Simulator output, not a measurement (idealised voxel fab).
Process module, titled voxel wiring stack
This is section cut - it's 180 nm across, gridded in 5 nm square cells.
Cross-section format: a grid of square cells, given as bands from top to bottom; each band is one or more rows of cells. First you get the band's top height and its bottom height, in nm, and then the materials it's made of, left to right, with each width in nm. If you see a single material with "edge to edge", that one covers the band edge to edge. "empty" is empty space. Note: height 0 marks the level under which the wafer is uniformly one material as received. Lowest band unbounded below, written "0 -> down". The notation "30->40" denotes a width that varies across the rows of cells in the band, beginning at the first number in the top row, finishing at the second number in the bottom row, and changing by an identical amount from each row to the next. The designation "no modifications", where it is given for a processing step, indicates that no cell of the cross-section was altered in the course of that step. Reported under the label "Voids, enclosed" are the empty spaces having no open way to the top and comprising 8 cells or more; the notation for each is width x height at distance, in which the distance is measured from the left edge and all three values are in nm. Text after the settings on a step's line: the simulator's own remark on that step. overlay nm: where the mask lay relative to plan, measured to the right, on steps with a mask; negatives go left.
## So here's the lineup of process steps we planned
step 1: RECEIVE | material Si
step 2: CONFORMAL_DEP | material SiO2 | thk nm 10
step 3: CONFORMAL_DEP | material SiN | thk nm 5
step 4: DIRECTIONAL_DEP | material SiO2 | thk nm 25
step 5: MASKED_ETCH | tone open | mask id METAL_1 | width nm 30 | pitch nm 55 | etch materials SiO2 | depth nm 25 | overlay nm 0
step 6: MASKED_ETCH | tone open | mask id METAL_1 | width nm 30 | pitch nm 55 | etch materials SiN | depth nm 5 | overlay nm 0
step 7: CONFORMAL_DEP | material TiN | thk nm 5
step 8: FILL_DEP | material Cu | thk nm 5
step 9: CMP | height nm 40
step 10: CONFORMAL_DEP | material SiCN | thk nm 5
step 11: DIRECTIONAL_DEP | material lowk | thk nm 15
step 12: DIRECTIONAL_DEP | material aC | thk nm 15
step 13: PATTERN | tone open | mask id PLUG_1 | material resist | width nm 15 | thk nm 35 | overlay nm 0
step 14: DIRECTIONAL_ETCH | etch materials aC | depth nm 15
step 15: STRIP | etch materials resist
step 16: DIRECTIONAL_ETCH | etch materials lowk | depth nm 15
step 17: DIRECTIONAL_ETCH | etch materials SiCN | depth nm 5
step 18: STRIP | etch materials aC
step 19: EPI | material Ru | thk nm 10
step 20: EPI | material Ru | thk nm 10
step 21: CONFORMAL_DEP | material SiCN | thk nm 5
step 22: DIRECTIONAL_DEP | material SiO2 | thk nm 15
step 23: DIRECTIONAL_DEP | material aC | thk nm 15
step 24: PATTERN | tone open | mask id METAL_2 | material resist | width nm 30 | pitch nm 55 | thk nm 35 | overlay nm 0
step 25: DIRECTIONAL_ETCH | etch materials aC | depth nm 15
step 26: STRIP | etch materials resist
step 27: DIRECTIONAL_ETCH | etch materials SiO2 | depth nm 15
step 28: DIRECTIONAL_ETCH | etch materials SiCN | depth nm 5
step 29: STRIP | etch materials aC
step 30: CONFORMAL_DEP | material TiN | thk nm 5
step 31: FILL_DEP | material W | thk nm 10
step 32: CMP | height nm 80
step 33: CONFORMAL_DEP | material SiCN | thk nm 5
step 34: DIRECTIONAL_DEP | material SiO2 | thk nm 15
step 35: DIRECTIONAL_DEP | material aC | thk nm 15
step 36: PATTERN | tone open | mask id PLUG_2 | material resist | width nm 15 | pitch nm 55 | thk nm 30 | overlay nm 0
step 37: DIRECTIONAL_ETCH | etch materials aC | depth nm 15
step 38: STRIP | etch materials resist
step 39: DIRECTIONAL_ETCH | etch materials SiO2 | depth nm 15
step 40: DIRECTIONAL_ETCH | etch materials SiCN | depth nm 5
step 41: STRIP | etch materials aC
step 42: CONFORMAL_DEP | material TiN | thk nm 5
step 43: FILL_DEP | material Ru | thk nm 5
step 44: CMP | height nm 100
step 45: DIRECTIONAL_DEP | material TiN | thk nm 5
step 46: DIRECTIONAL_DEP | material Ru | thk nm 25
step 47: MASKED_ETCH | tone cover | mask id METAL_3 | width nm 30 | pitch nm 55 | etch materials Ru | depth nm 25 | overlay nm 0
step 48: MASKED_ETCH | tone cover | mask id METAL_3 | width nm 30 | pitch nm 55 | etch materials TiN | depth nm 5 | overlay nm 0
step 49: CONFORMAL_DEP | material SiCN | thk nm 5
step 50: FILL_DEP | material SiO2 | thk nm 5
step 51: CMP | height nm 130
step 52: CONFORMAL_DEP | material SiCN | thk nm 5
step 53: DIRECTIONAL_DEP | material lowk | thk nm 25
step 54: PATTERN | tone open | mask id METAL_4_HOLES | material resist | width nm 15 | pitch nm 55 | thk nm 15 | overlay nm 0
step 55: DIRECTIONAL_ETCH | etch materials lowk | depth nm 25
step 56: STRIP | etch materials resist
step 57: MASKED_ETCH | tone open | mask id METAL_4 | width nm 30 | pitch nm 55 | etch materials lowk | depth nm 15 | overlay nm 0
step 58: MASKED_ETCH | tone open | mask id METAL_4 | width nm 30 | pitch nm 55 | etch materials SiCN | depth nm 5 | overlay nm 0
step 59: CONFORMAL_DEP | material TiN | thk nm 5
step 60: FILL_DEP | material Cu | thk nm 10
step 61: CMP | height nm 160
step 62: CONFORMAL_DEP | material SiCN | thk nm 5
## The following pertains to the first of two wafers, which was processed as planned
## Cross-sectional view of the wafer in its as-received condition, corresponding to the state after step 1
    0 -> down  Si edge to edge
    Voids, enclosed: none
## After step 2, in cross-section
    10 -> 0  SiO2 edge to edge
    Heights below 0 show no change.
## After step 3, in cross-section
    15 -> 10  SiN edge to edge
    Heights below 10 show no change.
## After step 4, in cross-section
    40 -> 15  SiO2 edge to edge
    Heights below 15 show no change.
## After step 5, in cross-section
    40 -> 15  SiO2=45, empty=30, SiO2=25, empty=30, SiO2=50
    Heights below 15 show no change.
## After step 6, in cross-section
    40 -> 15  SiO2=45, empty=30, SiO2=25, empty=30, SiO2=50
    15 -> 10  SiN=45, empty=30, SiN=25, empty=30, SiN=50
    Heights below 10 show no change.
## After step 7, in cross-section
    45 -> 40  TiN=50, empty=20, TiN=35, empty=20, TiN=55
    40 -> 15  SiO2=45, TiN=5, empty=20, TiN=5, SiO2=25, TiN=5, empty=20, TiN=5, SiO2=50
    15 -> 10  SiN=45, TiN=30, SiN=25, TiN=30, SiN=50
    Heights below 10 show no change.
## After step 8, in cross-section
    50 -> 45  Cu edge to edge
    45 -> 40  TiN=50, Cu=20, TiN=35, Cu=20, TiN=55
    40 -> 15  SiO2=45, TiN=5, Cu=20, TiN=5, SiO2=25, TiN=5, Cu=20, TiN=5, SiO2=50
    Heights below 15 show no change.
## After step 9, in cross-section
    40 -> 15  SiO2=45, TiN=5, Cu=20, TiN=5, SiO2=25, TiN=5, Cu=20, TiN=5, SiO2=50
    Heights below 15 show no change.
## After step 10, in cross-section
    45 -> 40  SiCN edge to edge
    Heights below 40 show no change.
## After step 11, in cross-section
    60 -> 45  lowk edge to edge
    Heights below 45 show no change.
## After step 12, in cross-section
    75 -> 60  aC edge to edge
    Heights below 60 show no change.
## After step 13, in cross-section
    110 -> 75  resist=45, empty=15, resist=120
    Heights below 75 show no change.
## After step 14, in cross-section
    95 -> 75  resist=45, empty=15, resist=120
    75 -> 60  aC=45, empty=15, aC=120
    Heights below 60 show no change.
## After step 15, in cross-section
    75 -> 60  aC=45, empty=15, aC=120
    Heights below 60 show no change.
## After step 16, in cross-section
    75 -> 60  aC=45, empty=15, aC=120
    60 -> 45  lowk=45, empty=15, lowk=120
    Heights below 45 show no change.
## After step 17, in cross-section
    75 -> 60  aC=45, empty=15, aC=120
    60 -> 45  lowk=45, empty=15, lowk=120
    45 -> 40  SiCN=45, empty=15, SiCN=120
    Heights below 40 show no change.
## After step 18, in cross-section
    60 -> 45  lowk=45, empty=15, lowk=120
    Heights below 45 show no change.
## After step 19, in cross-section
    60 -> 50  lowk=45, empty=15, lowk=120
    50 -> 45  lowk=45, Ru=15, lowk=120
    45 -> 40  SiCN=45, Ru=15, SiCN=120
    Heights below 40 show no change.
## After step 20, in cross-section
    60 -> 45  lowk=45, Ru=15, lowk=120
    Heights below 45 show no change.
## After step 21, in cross-section
    65 -> 60  SiCN edge to edge
    Heights below 60 show no change.
## After step 22, in cross-section
    80 -> 65  SiO2 edge to edge
    Heights below 65 show no change.
## After step 23, in cross-section
    95 -> 80  aC edge to edge
    Heights below 80 show no change.
## After step 24, in cross-section
    130 -> 95  resist=45, empty=30, resist=25, empty=30, resist=50
    Heights below 95 show no change.
## After step 25, in cross-section
    115 -> 95  resist=45, empty=30, resist=25, empty=30, resist=50
    95 -> 80  aC=45, empty=30, aC=25, empty=30, aC=50
    Heights below 80 show no change.
## After step 26, in cross-section
    95 -> 80  aC=45, empty=30, aC=25, empty=30, aC=50
    Heights below 80 show no change.
## After step 27, in cross-section
    95 -> 80  aC=45, empty=30, aC=25, empty=30, aC=50
    80 -> 65  SiO2=45, empty=30, SiO2=25, empty=30, SiO2=50
    Heights below 65 show no change.
## After step 28, in cross-section
    95 -> 80  aC=45, empty=30, aC=25, empty=30, aC=50
    80 -> 65  SiO2=45, empty=30, SiO2=25, empty=30, SiO2=50
    65 -> 60  SiCN=45, empty=30, SiCN=25, empty=30, SiCN=50
    Heights below 60 show no change.
## After step 29, in cross-section
    80 -> 65  SiO2=45, empty=30, SiO2=25, empty=30, SiO2=50
    Heights below 65 show no change.
## After step 30, in cross-section
    85 -> 80  TiN=50, empty=20, TiN=35, empty=20, TiN=55
    80 -> 65  SiO2=45, TiN=5, empty=20, TiN=5, SiO2=25, TiN=5, empty=20, TiN=5, SiO2=50
    65 -> 60  SiCN=45, TiN=30, SiCN=25, TiN=30, SiCN=50
    Heights below 60 show no change.
## After step 31, in cross-section
    95 -> 85  W edge to edge
    85 -> 80  TiN=50, W=20, TiN=35, W=20, TiN=55
    80 -> 65  SiO2=45, TiN=5, W=20, TiN=5, SiO2=25, TiN=5, W=20, TiN=5, SiO2=50
    Heights below 65 show no change.
## After step 32, in cross-section
    80 -> 65  SiO2=45, TiN=5, W=20, TiN=5, SiO2=25, TiN=5, W=20, TiN=5, SiO2=50
    Heights below 65 show no change.
## After step 33, in cross-section
    85 -> 80  SiCN edge to edge
    Heights below 80 show no change.
## After step 34, in cross-section
    100 -> 85  SiO2 edge to edge
    Heights below 85 show no change.
## After step 35, in cross-section
    115 -> 100  aC edge to edge
    Heights below 100 show no change.
## After step 36, in cross-section
    145 -> 115  resist=45, empty=15, resist=40, empty=15, resist=65
    Heights below 115 show no change.
## After step 37, in cross-section
    130 -> 115  resist=45, empty=15, resist=40, empty=15, resist=65
    115 -> 100  aC=45, empty=15, aC=40, empty=15, aC=65
    Heights below 100 show no change.
## After step 38, in cross-section
    115 -> 100  aC=45, empty=15, aC=40, empty=15, aC=65
    Heights below 100 show no change.
## After step 39, in cross-section
    115 -> 100  aC=45, empty=15, aC=40, empty=15, aC=65
    100 -> 85  SiO2=45, empty=15, SiO2=40, empty=15, SiO2=65
    Heights below 85 show no change.
## After step 40, in cross-section
    115 -> 100  aC=45, empty=15, aC=40, empty=15, aC=65
    100 -> 85  SiO2=45, empty=15, SiO2=40, empty=15, SiO2=65
    85 -> 80  SiCN=45, empty=15, SiCN=40, empty=15, SiCN=65
    Heights below 80 show no change.
## After step 41, in cross-section
    100 -> 85  SiO2=45, empty=15, SiO2=40, empty=15, SiO2=65
    Heights below 85 show no change.
## After step 42, in cross-section
    105 -> 100  TiN=50, empty=5, TiN=50, empty=5, TiN=70
    100 -> 85  SiO2=45, TiN=5, empty=5, TiN=5, SiO2=40, TiN=5, empty=5, TiN=5, SiO2=65
    85 -> 80  SiCN=45, TiN=15, SiCN=40, TiN=15, SiCN=65
    Heights below 80 show no change.
## After step 43, in cross-section
    110 -> 105  Ru edge to edge
    105 -> 100  TiN=50, Ru=5, TiN=50, Ru=5, TiN=70
    100 -> 85  SiO2=45, TiN=5, Ru=5, TiN=5, SiO2=40, TiN=5, Ru=5, TiN=5, SiO2=65
    Heights below 85 show no change.
## After step 44, in cross-section
    100 -> 85  SiO2=45, TiN=5, Ru=5, TiN=5, SiO2=40, TiN=5, Ru=5, TiN=5, SiO2=65
    Heights below 85 show no change.
## After step 45, in cross-section
    105 -> 100  TiN edge to edge
    Heights below 100 show no change.
## After step 46, in cross-section
    130 -> 105  Ru edge to edge
    Heights below 105 show no change.
## After step 47, in cross-section
    130 -> 105  empty=45, Ru=30, empty=25, Ru=30, empty=50
    Heights below 105 show no change.
## After step 48, in cross-section
    130 -> 105  empty=45, Ru=30, empty=25, Ru=30, empty=50
    105 -> 100  empty=45, TiN=30, empty=25, TiN=30, empty=50
    Heights below 100 show no change.
## After step 49, in cross-section
    135 -> 130  empty=40, SiCN=40, empty=15, SiCN=40, empty=45
    130 -> 105  empty=40, SiCN=5, Ru=30, SiCN=5, empty=15, SiCN=5, Ru=30, SiCN=5, empty=45
    105 -> 100  SiCN=45, TiN=30, SiCN=25, TiN=30, SiCN=50
    Heights below 100 show no change.
## After step 50, in cross-section
    140 -> 135  SiO2 edge to edge
    135 -> 130  SiO2=40, SiCN=40, SiO2=15, SiCN=40, SiO2=45
    130 -> 105  SiO2=40, SiCN=5, Ru=30, SiCN=5, SiO2=15, SiCN=5, Ru=30, SiCN=5, SiO2=45
    Heights below 105 show no change.
## After step 51, in cross-section
    130 -> 105  SiO2=40, SiCN=5, Ru=30, SiCN=5, SiO2=15, SiCN=5, Ru=30, SiCN=5, SiO2=45
    Heights below 105 show no change.
## After step 52, in cross-section
    135 -> 130  SiCN edge to edge
    Heights below 130 show no change.
## After step 53, in cross-section
    160 -> 135  lowk edge to edge
    Heights below 135 show no change.
## After step 54, in cross-section
    175 -> 160  resist=45, empty=15, resist=40, empty=15, resist=65
    Heights below 160 show no change.
## After step 55, in cross-section
    175 -> 160  resist=45, empty=15, resist=40, empty=15, resist=65
    160 -> 135  lowk=45, empty=15, lowk=40, empty=15, lowk=65
    Heights below 135 show no change.
## After step 56, in cross-section
    160 -> 135  lowk=45, empty=15, lowk=40, empty=15, lowk=65
    Heights below 135 show no change.
## After step 57, in cross-section
    160 -> 145  lowk=45, empty=30, lowk=25, empty=30, lowk=50
    Heights below 145 show no change.
## After step 58, in cross-section
    160 -> 145  lowk=45, empty=30, lowk=25, empty=30, lowk=50
    145 -> 135  lowk=45, empty=15, lowk=40, empty=15, lowk=65
    135 -> 130  SiCN=45, empty=15, SiCN=40, empty=15, SiCN=65
    Heights below 130 show no change.
## After step 59, in cross-section
    165 -> 160  TiN=50, empty=20, TiN=35, empty=20, TiN=55
    160 -> 150  lowk=45, TiN=5, empty=20, TiN=5, lowk=25, TiN=5, empty=20, TiN=5, lowk=50
    150 -> 145  lowk=45, TiN=5, empty=5, TiN=20, lowk=25, TiN=5, empty=5, TiN=20, lowk=50
    145 -> 135  lowk=45, TiN=5, empty=5, TiN=5, lowk=40, TiN=5, empty=5, TiN=5, lowk=65
    135 -> 130  SiCN=45, TiN=15, SiCN=40, TiN=15, SiCN=65
    Heights below 130 show no change.
## After step 60, in cross-section
    175 -> 165  Cu edge to edge
    165 -> 160  TiN=50, Cu=20, TiN=35, Cu=20, TiN=55
    160 -> 150  lowk=45, TiN=5, Cu=20, TiN=5, lowk=25, TiN=5, Cu=20, TiN=5, lowk=50
    150 -> 145  lowk=45, TiN=5, Cu=5, TiN=20, lowk=25, TiN=5, Cu=5, TiN=20, lowk=50
    145 -> 135  lowk=45, TiN=5, Cu=5, TiN=5, lowk=40, TiN=5, Cu=5, TiN=5, lowk=65
    Heights below 135 show no change.
## After step 61, in cross-section
    160 -> 150  lowk=45, TiN=5, Cu=20, TiN=5, lowk=25, TiN=5, Cu=20, TiN=5, lowk=50
    Heights below 150 show no change.
## After step 62, in cross-section
    165 -> 160  SiCN edge to edge
    Heights below 160 show no change.
## The remaining wafer, second of the two, started like the first and was run to the same plan, except that one mistake was made along the way; the two coincide through step 2, inclusive
Planned end of step 3: second wafer, cross-section: no modifications
## Planned end of step 4: second wafer, cross-section
    35 -> 0  SiO2 edge to edge
    Heights below 0 show no change.
## Planned end of step 5: second wafer, cross-section
    35 -> 10  SiO2=45, empty=30, SiO2=25, empty=30, SiO2=50
    Heights below 10 show no change.
Planned end of step 6: second wafer, cross-section: no modifications
## Planned end of step 7: second wafer, cross-section
    40 -> 35  TiN=50, empty=20, TiN=35, empty=20, TiN=55
    35 -> 15  SiO2=45, TiN=5, empty=20, TiN=5, SiO2=25, TiN=5, empty=20, TiN=5, SiO2=50
    15 -> 10  SiO2=45, TiN=30, SiO2=25, TiN=30, SiO2=50
    Heights below 10 show no change.
## Planned end of step 8: second wafer, cross-section
    45 -> 40  Cu edge to edge
    40 -> 35  TiN=50, Cu=20, TiN=35, Cu=20, TiN=55
    35 -> 15  SiO2=45, TiN=5, Cu=20, TiN=5, SiO2=25, TiN=5, Cu=20, TiN=5, SiO2=50
    Heights below 15 show no change.
## Planned end of step 9: second wafer, cross-section
    40 -> 35  TiN=50, Cu=20, TiN=35, Cu=20, TiN=55
    Heights below 35 show no change.
## Planned end of step 10: second wafer, cross-section
    45 -> 40  SiCN edge to edge
    Heights below 40 show no change.
## Planned end of step 11: second wafer, cross-section
    60 -> 45  lowk edge to edge
    Heights below 45 show no change.
## Planned end of step 12: second wafer, cross-section
    75 -> 60  aC edge to edge
    Heights below 60 show no change.
## Planned end of step 13: second wafer, cross-section
    110 -> 75  resist=45, empty=15, resist=120
    Heights below 75 show no change.
## Planned end of step 14: second wafer, cross-section
    95 -> 75  resist=45, empty=15, resist=120
    75 -> 60  aC=45, empty=15, aC=120
    Heights below 60 show no change.
## Planned end of step 15: second wafer, cross-section
    75 -> 60  aC=45, empty=15, aC=120
    Heights below 60 show no change.
## Planned end of step 16: second wafer, cross-section
    75 -> 60  aC=45, empty=15, aC=120
    60 -> 45  lowk=45, empty=15, lowk=120
    Heights below 45 show no change.
## Planned end of step 17: second wafer, cross-section
    75 -> 60  aC=45, empty=15, aC=120
    60 -> 45  lowk=45, empty=15, lowk=120
    45 -> 40  SiCN=45, empty=15, SiCN=120
    Heights below 40 show no change.
## Planned end of step 18: second wafer, cross-section
    60 -> 45  lowk=45, empty=15, lowk=120
    Heights below 45 show no change.
## Planned end of step 19: second wafer, cross-section
    60 -> 50  lowk=45, empty=15, lowk=120
    50 -> 45  lowk=45, Ru=15, lowk=120
    45 -> 40  SiCN=45, Ru=15, SiCN=120
    Heights below 40 show no change.
## Planned end of step 20: second wafer, cross-section
    60 -> 45  lowk=45, Ru=15, lowk=120
    Heights below 45 show no change.
## Planned end of step 21: second wafer, cross-section
    65 -> 60  SiCN edge to edge
    Heights below 60 show no change.
## Planned end of step 22: second wafer, cross-section
    80 -> 65  SiO2 edge to edge
    Heights below 65 show no change.
## Planned end of step 23: second wafer, cross-section
    95 -> 80  aC edge to edge
    Heights below 80 show no change.
## Planned end of step 24: second wafer, cross-section
    130 -> 95  resist=45, empty=30, resist=25, empty=30, resist=50
    Heights below 95 show no change.
## Planned end of step 25: second wafer, cross-section
    115 -> 95  resist=45, empty=30, resist=25, empty=30, resist=50
    95 -> 80  aC=45, empty=30, aC=25, empty=30, aC=50
    Heights below 80 show no change.
## Planned end of step 26: second wafer, cross-section
    95 -> 80  aC=45, empty=30, aC=25, empty=30, aC=50
    Heights below 80 show no change.
## Planned end of step 27: second wafer, cross-section
    95 -> 80  aC=45, empty=30, aC=25, empty=30, aC=50
    80 -> 65  SiO2=45, empty=30, SiO2=25, empty=30, SiO2=50
    Heights below 65 show no change.
## Planned end of step 28: second wafer, cross-section
    95 -> 80  aC=45, empty=30, aC=25, empty=30, aC=50
    80 -> 65  SiO2=45, empty=30, SiO2=25, empty=30, SiO2=50
    65 -> 60  SiCN=45, empty=30, SiCN=25, empty=30, SiCN=50
    Heights below 60 show no change.
## Planned end of step 29: second wafer, cross-section
    80 -> 65  SiO2=45, empty=30, SiO2=25, empty=30, SiO2=50
    Heights below 65 show no change.
## Planned end of step 30: second wafer, cross-section
    85 -> 80  TiN=50, empty=20, TiN=35, empty=20, TiN=55
    80 -> 65  SiO2=45, TiN=5, empty=20, TiN=5, SiO2=25, TiN=5, empty=20, TiN=5, SiO2=50
    65 -> 60  SiCN=45, TiN=30, SiCN=25, TiN=30, SiCN=50
    Heights below 60 show no change.
## Planned end of step 31: second wafer, cross-section
    95 -> 85  W edge to edge
    85 -> 80  TiN=50, W=20, TiN=35, W=20, TiN=55
    80 -> 65  SiO2=45, TiN=5, W=20, TiN=5, SiO2=25, TiN=5, W=20, TiN=5, SiO2=50
    Heights below 65 show no change.
## Planned end of step 32: second wafer, cross-section
    80 -> 65  SiO2=45, TiN=5, W=20, TiN=5, SiO2=25, TiN=5, W=20, TiN=5, SiO2=50
    Heights below 65 show no change.
## Planned end of step 33: second wafer, cross-section
    85 -> 80  SiCN edge to edge
    Heights below 80 show no change.
## Planned end of step 34: second wafer, cross-section
    100 -> 85  SiO2 edge to edge
    Heights below 85 show no change.
## Planned end of step 35: second wafer, cross-section
    115 -> 100  aC edge to edge
    Heights below 100 show no change.
## Planned end of step 36: second wafer, cross-section
    145 -> 115  resist=45, empty=15, resist=40, empty=15, resist=65
    Heights below 115 show no change.
## Planned end of step 37: second wafer, cross-section
    130 -> 115  resist=45, empty=15, resist=40, empty=15, resist=65
    115 -> 100  aC=45, empty=15, aC=40, empty=15, aC=65
    Heights below 100 show no change.
## Planned end of step 38: second wafer, cross-section
    115 -> 100  aC=45, empty=15, aC=40, empty=15, aC=65
    Heights below 100 show no change.
## Planned end of step 39: second wafer, cross-section
    115 -> 100  aC=45, empty=15, aC=40, empty=15, aC=65
    100 -> 85  SiO2=45, empty=15, SiO2=40, empty=15, SiO2=65
    Heights below 85 show no change.
## Planned end of step 40: second wafer, cross-section
    115 -> 100  aC=45, empty=15, aC=40, empty=15, aC=65
    100 -> 85  SiO2=45, empty=15, SiO2=40, empty=15, SiO2=65
    85 -> 80  SiCN=45, empty=15, SiCN=40, empty=15, SiCN=65
    Heights below 80 show no change.
## Planned end of step 41: second wafer, cross-section
    100 -> 85  SiO2=45, empty=15, SiO2=40, empty=15, SiO2=65
    Heights below 85 show no change.
## Planned end of step 42: second wafer, cross-section
    105 -> 100  TiN=50, empty=5, TiN=50, empty=5, TiN=70
    100 -> 85  SiO2=45, TiN=5, empty=5, TiN=5, SiO2=40, TiN=5, empty=5, TiN=5, SiO2=65
    85 -> 80  SiCN=45, TiN=15, SiCN=40, TiN=15, SiCN=65
    Heights below 80 show no change.
## Planned end of step 43: second wafer, cross-section
    110 -> 105  Ru edge to edge
    105 -> 100  TiN=50, Ru=5, TiN=50, Ru=5, TiN=70
    100 -> 85  SiO2=45, TiN=5, Ru=5, TiN=5, SiO2=40, TiN=5, Ru=5, TiN=5, SiO2=65
    Heights below 85 show no change.
## Planned end of step 44: second wafer, cross-section
    100 -> 85  SiO2=45, TiN=5, Ru=5, TiN=5, SiO2=40, TiN=5, Ru=5, TiN=5, SiO2=65
    Heights below 85 show no change.
## Planned end of step 45: second wafer, cross-section
    105 -> 100  TiN edge to edge
    Heights below 100 show no change.
## Planned end of step 46: second wafer, cross-section
    130 -> 105  Ru edge to edge
    Heights below 105 show no change.
## Planned end of step 47: second wafer, cross-section
    130 -> 105  empty=45, Ru=30, empty=25, Ru=30, empty=50
    Heights below 105 show no change.
## Planned end of step 48: second wafer, cross-section
    130 -> 105  empty=45, Ru=30, empty=25, Ru=30, empty=50
    105 -> 100  empty=45, TiN=30, empty=25, TiN=30, empty=50
    Heights below 100 show no change.
## Planned end of step 49: second wafer, cross-section
    135 -> 130  empty=40, SiCN=40, empty=15, SiCN=40, empty=45
    130 -> 105  empty=40, SiCN=5, Ru=30, SiCN=5, empty=15, SiCN=5, Ru=30, SiCN=5, empty=45
    105 -> 100  SiCN=45, TiN=30, SiCN=25, TiN=30, SiCN=50
    Heights below 100 show no change.
## Planned end of step 50: second wafer, cross-section
    140 -> 135  SiO2 edge to edge
    135 -> 130  SiO2=40, SiCN=40, SiO2=15, SiCN=40, SiO2=45
    130 -> 105  SiO2=40, SiCN=5, Ru=30, SiCN=5, SiO2=15, SiCN=5, Ru=30, SiCN=5, SiO2=45
    Heights below 105 show no change.
## Planned end of step 51: second wafer, cross-section
    130 -> 105  SiO2=40, SiCN=5, Ru=30, SiCN=5, SiO2=15, SiCN=5, Ru=30, SiCN=5, SiO2=45
    Heights below 105 show no change.
## Planned end of step 52: second wafer, cross-section
    135 -> 130  SiCN edge to edge
    Heights below 130 show no change.
## Planned end of step 53: second wafer, cross-section
    160 -> 135  lowk edge to edge
    Heights below 135 show no change.
## Planned end of step 54: second wafer, cross-section
    175 -> 160  resist=45, empty=15, resist=40, empty=15, resist=65
    Heights below 160 show no change.
## Planned end of step 55: second wafer, cross-section
    175 -> 160  resist=45, empty=15, resist=40, empty=15, resist=65
    160 -> 135  lowk=45, empty=15, lowk=40, empty=15, lowk=65
    Heights below 135 show no change.
## Planned end of step 56: second wafer, cross-section
    160 -> 135  lowk=45, empty=15, lowk=40, empty=15, lowk=65
    Heights below 135 show no change.
## Planned end of step 57: second wafer, cross-section
    160 -> 145  lowk=45, empty=30, lowk=25, empty=30, lowk=50
    Heights below 145 show no change.
## Planned end of step 58: second wafer, cross-section
    160 -> 145  lowk=45, empty=30, lowk=25, empty=30, lowk=50
    145 -> 135  lowk=45, empty=15, lowk=40, empty=15, lowk=65
    135 -> 130  SiCN=45, empty=15, SiCN=40, empty=15, SiCN=65
    Heights below 130 show no change.
## Planned end of step 59: second wafer, cross-section
    165 -> 160  TiN=50, empty=20, TiN=35, empty=20, TiN=55
    160 -> 150  lowk=45, TiN=5, empty=20, TiN=5, lowk=25, TiN=5, empty=20, TiN=5, lowk=50
    150 -> 145  lowk=45, TiN=5, empty=5, TiN=20, lowk=25, TiN=5, empty=5, TiN=20, lowk=50
    145 -> 135  lowk=45, TiN=5, empty=5, TiN=5, lowk=40, TiN=5, empty=5, TiN=5, lowk=65
    135 -> 130  SiCN=45, TiN=15, SiCN=40, TiN=15, SiCN=65
    Heights below 130 show no change.
## Planned end of step 60: second wafer, cross-section
    175 -> 165  Cu edge to edge
    165 -> 160  TiN=50, Cu=20, TiN=35, Cu=20, TiN=55
    160 -> 150  lowk=45, TiN=5, Cu=20, TiN=5, lowk=25, TiN=5, Cu=20, TiN=5, lowk=50
    150 -> 145  lowk=45, TiN=5, Cu=5, TiN=20, lowk=25, TiN=5, Cu=5, TiN=20, lowk=50
    145 -> 135  lowk=45, TiN=5, Cu=5, TiN=5, lowk=40, TiN=5, Cu=5, TiN=5, lowk=65
    Heights below 135 show no change.
## Planned end of step 61: second wafer, cross-section
    160 -> 150  lowk=45, TiN=5, Cu=20, TiN=5, lowk=25, TiN=5, Cu=20, TiN=5, lowk=50
    Heights below 150 show no change.
## Planned end of step 62: second wafer, cross-section
    165 -> 160  SiCN edge to edge
    Heights below 160 show no change.
Diagnosis: it should be noted that step 3 of the plan was omitted and was not performed
The second wafer ends with more or fewer cells of some materials than the first, per final count: SiN -24, TiN +24
